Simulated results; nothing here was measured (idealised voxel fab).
This is a process module. Its name is voxel ribs on slabs.
We display cut, a cross-section 215 nm in width whose square cells are each 5 nm.
A cross-section is a grid of square cells, given in bands from the top down. A band is one or more rows of cells. The entry gives the band's vertical extent as a top height and a bottom height in nm, then its horizontal make-up as materials from left to right, each with a width in nm. "blank" stands for empty space; a single material marked "all across" fills the band edge to edge. A quick word on heights: they are counted from 0, and under that level the wafer as it came to us is one material throughout. The lowest band is different from the rest in having no bottom; it simply continues downward, written as in "0 -> down". A two-number width, for instance "30 to 40", indicates that the width is equal to the first number in the top row of the band and to the second number in the bottom row, and that it changes by a constant amount per row of cells. "identical to before" (step): cross-section cells unchanged, all of them. Entry "Cavities, sealed". Content: empty spaces with no open connection to the top, size 8 cells or greater. Each: width x height at distance. Distance: from left edge. Unit: nm. The remark found on a step's line after its settings is issued by the simulator itself and pertains to that step. A step's line can hold "overlay nm"; with a mask on that step, the setting says how far right of the planned place the mask lay, while a negative setting says it lay to the left.

The steps planned for the process are as follows:
1,RECEIVE: material Si
2,DIRECTIONAL_DEP: material SiO2, thk nm 30
3,DIRECTIONAL_DEP: material polySi, thk nm 15
4,PATTERN: tone cover, mask id RIB, material resist, width nm 20, thk nm 15, overlay nm 0
5,DIRECTIONAL_ETCH: etch materials polySi, depth nm 10
6,STRIP: etch materials resist
7,DIRECTIONAL_DEP: material aC, thk nm 10
8,PATTERN: tone cover, mask id SLAB, material resist, width nm 70, thk nm 30, overlay nm 0
9,DIRECTIONAL_ETCH: etch materials aC, depth nm 10
10,STRIP: etch materials resist
11,DIRECTIONAL_ETCH: etch materials polySi, depth nm 5
12,STRIP: etch materials aC
13,FILL_DEP: material SiO2, thk nm 20
14,CMP: height nm 55
15,DIRECTIONAL_DEP: material TiN, thk nm 5
16,DIRECTIONAL_DEP: material aC, thk nm 10
17,PATTERN: tone cover, mask id HEATER, material resist, width nm 30, thk nm 30, overlay nm 0
18,DIRECTIONAL_ETCH: etch materials aC, depth nm 10
19,STRIP: etch materials resist
20,DIRECTIONAL_ETCH: etch materials TiN, depth nm 5
21,STRIP: etch materials aC
22,CONFORMAL_DEP: material SiO2, thk nm 5

Concerning the first of two wafers, which was run in accordance with the plan:

Cross-section of the wafer as it came to us, i.e., already through step 1:
* 0 -> down  Si all across
* Cavities, sealed: none

State of the wafer after step 2, shown in cross-section:
* 30 -> 0  SiO2 all across
* Below a height of 0, the structure has not been altered.

State of the wafer after step 3, shown in cross-section:
* 45 -> 30  polySi all across
* Below a height of 30, the structure has not been altered.

State of the wafer after step 4, shown in cross-section:
* 60 -> 45  blank=95 / resist=20 / blank=100
* Below a height of 45, the structure has not been altered.

State of the wafer after step 5, shown in cross-section:
* 60 -> 45  blank=95 / resist=20 / blank=100
* 45 -> 35  blank=95 / polySi=20 / blank=100
* Below a height of 35, the structure has not been altered.

State of the wafer after step 6, shown in cross-section:
* 45 -> 35  blank=95 / polySi=20 / blank=100
* Below a height of 35, the structure has not been altered.

State of the wafer after step 7, shown in cross-section:
* 55 -> 45  blank=95 / aC=20 / blank=100
* 45 -> 35  aC=95 / polySi=20 / aC=100
* Below a height of 35, the structure has not been altered.

State of the wafer after step 8, shown in cross-section:
* 85 -> 55  blank=70 / resist=70 / blank=75
* 55 -> 45  blank=70 / resist=25 / aC=20 / resist=25 / blank=75
* Below a height of 45, the structure has not been altered.

State of the wafer after step 9, shown in cross-section:
* 75 -> 55  blank=70 / resist=70 / blank=75
* 55 -> 45  blank=70 / resist=25 / aC=20 / resist=25 / blank=75
* 45 -> 35  blank=70 / aC=25 / polySi=20 / aC=25 / blank=75
* Below a height of 35, the structure has not been altered.

State of the wafer after step 10, shown in cross-section:
* 55 -> 45  blank=95 / aC=20 / blank=100
* Below a height of 45, the structure has not been altered.

State of the wafer after step 11, shown in cross-section:
* 55 -> 45  blank=95 / aC=20 / blank=100
* 45 -> 35  blank=70 / aC=25 / polySi=20 / aC=25 / blank=75
* 35 -> 30  blank=70 / polySi=70 / blank=75
* Below a height of 30, the structure has not been altered.

State of the wafer after step 12, shown in cross-section:
* 45 -> 35  blank=95 / polySi=20 / blank=100
* Below a height of 35, the structure has not been altered.

State of the wafer after step 13, shown in cross-section:
* 65 -> 45  SiO2 all across
* 45 -> 35  SiO2=95 / polySi=20 / SiO2=100
* 35 -> 30  SiO2=70 / polySi=70 / SiO2=75
* Below a height of 30, the structure has not been altered.

State of the wafer after step 14, shown in cross-section:
* 55 -> 45  SiO2 all across
* Below a height of 45, the structure has not been altered.

State of the wafer after step 15, shown in cross-section:
* 60 -> 55  TiN all across
* Below a height of 55, the structure has not been altered.

State of the wafer after step 16, shown in cross-section:
* 70 -> 60  aC all across
* Below a height of 60, the structure has not been altered.

State of the wafer after step 17, shown in cross-section:
* 100 -> 70  blank=90 / resist=30 / blank=95
* Below a height of 70, the structure has not been altered.

State of the wafer after step 18, shown in cross-section:
* 90 -> 70  blank=90 / resist=30 / blank=95
* 70 -> 60  blank=90 / aC=30 / blank=95
* Below a height of 60, the structure has not been altered.

State of the wafer after step 19, shown in cross-section:
* 70 -> 60  blank=90 / aC=30 / blank=95
* Below a height of 60, the structure has not been altered.

State of the wafer after step 20, shown in cross-section:
* 70 -> 60  blank=90 / aC=30 / blank=95
* 60 -> 55  blank=90 / TiN=30 / blank=95
* Below a height of 55, the structure has not been altered.

State of the wafer after step 21, shown in cross-section:
* 60 -> 55  blank=90 / TiN=30 / blank=95
* Below a height of 55, the structure has not been altered.

State of the wafer after step 22, shown in cross-section:
* 65 -> 60  blank=85 / SiO2=40 / blank=90
* 60 -> 55  SiO2=90 / TiN=30 / SiO2=95
* Below a height of 55, the structure has not been altered.

Here the second wafer is described. Its start and its plan were those of the first wafer. Its run contained one mistake. Up to and including step 7, it did exactly what the first wafer did:

Second wafer at the planned finish of step 8, seen in cross-section:
* 85 -> 55  blank=70 / resist=75 / blank=70
* 55 -> 45  blank=70 / resist=25 / aC=20 / resist=30 / blank=70
* Below a height of 45, the structure has not been altered.

Second wafer at the planned finish of step 9, seen in cross-section:
* 75 -> 55  blank=70 / resist=75 / blank=70
* 55 -> 45  blank=70 / resist=25 / aC=20 / resist=30 / blank=70
* 45 -> 35  blank=70 / aC=25 / polySi=20 / aC=30 / blank=70
* Below a height of 35, the structure has not been altered.

Second wafer at the planned finish of step 10, seen in cross-section:
* 55 -> 45  blank=95 / aC=20 / blank=100
* Below a height of 45, the structure has not been altered.

Second wafer at the planned finish of step 11, seen in cross-section:
* 55 -> 45  blank=95 / aC=20 / blank=100
* 45 -> 35  blank=70 / aC=25 / polySi=20 / aC=30 / blank=70
* 35 -> 30  blank=70 / polySi=75 / blank=70
* Below a height of 30, the structure has not been altered.

Second wafer at the planned finish of step 12, seen in cross-section:
* 45 -> 35  blank=95 / polySi=20 / blank=100
* Below a height of 35, the structure has not been altered.

Second wafer at the planned finish of step 13, seen in cross-section:
* 65 -> 45  SiO2 all across
* 45 -> 35  SiO2=95 / polySi=20 / SiO2=100
* 35 -> 30  SiO2=70 / polySi=75 / SiO2=70
* Below a height of 30, the structure has not been altered.

Second wafer at the planned finish of step 14, seen in cross-section:
* 55 -> 45  SiO2 all across
* Below a height of 45, the structure has not been altered.

Second wafer at the planned finish of step 15, seen in cross-section:
* 60 -> 55  TiN all across
* Below a height of 55, the structure has not been altered.

Second wafer at the planned finish of step 16, seen in cross-section:
* 70 -> 60  aC all across
* Below a height of 60, the structure has not been altered.

Second wafer at the planned finish of step 17, seen in cross-section:
* 100 -> 70  blank=90 / resist=30 / blank=95
* Below a height of 70, the structure has not been altered.

Second wafer at the planned finish of step 18, seen in cross-section:
* 90 -> 70  blank=90 / resist=30 / blank=95
* 70 -> 60  blank=90 / aC=30 / blank=95
* Below a height of 60, the structure has not been altered.

Second wafer at the planned finish of step 19, seen in cross-section:
* 70 -> 60  blank=90 / aC=30 / blank=95
* Below a height of 60, the structure has not been altered.

Second wafer at the planned finish of step 20, seen in cross-section:
* 70 -> 60  blank=90 / aC=30 / blank=95
* 60 -> 55  blank=90 / TiN=30 / blank=95
* Below a height of 55, the structure has not been altered.

Second wafer at the planned finish of step 21, seen in cross-section:
* 60 -> 55  blank=90 / TiN=30 / blank=95
* Below a height of 55, the structure has not been altered.

Second wafer at the planned finish of step 22, seen in cross-section:
* 65 -> 60  blank=85 / SiO2=40 / blank=90
* 60 -> 55  SiO2=90 / TiN=30 / SiO2=95
* Below a height of 55, the structure has not been altered.
what went wrong: step 8 was processed under conditions differing from the plan, specifically as PATTERN: tone cover, mask id SLAB, material resist, width nm 75, thk nm 30, overlay nm 0
The closing comparison, in cells, has the second wafer with more or fewer of some materials than the first: SiO2 -1; polySi +1
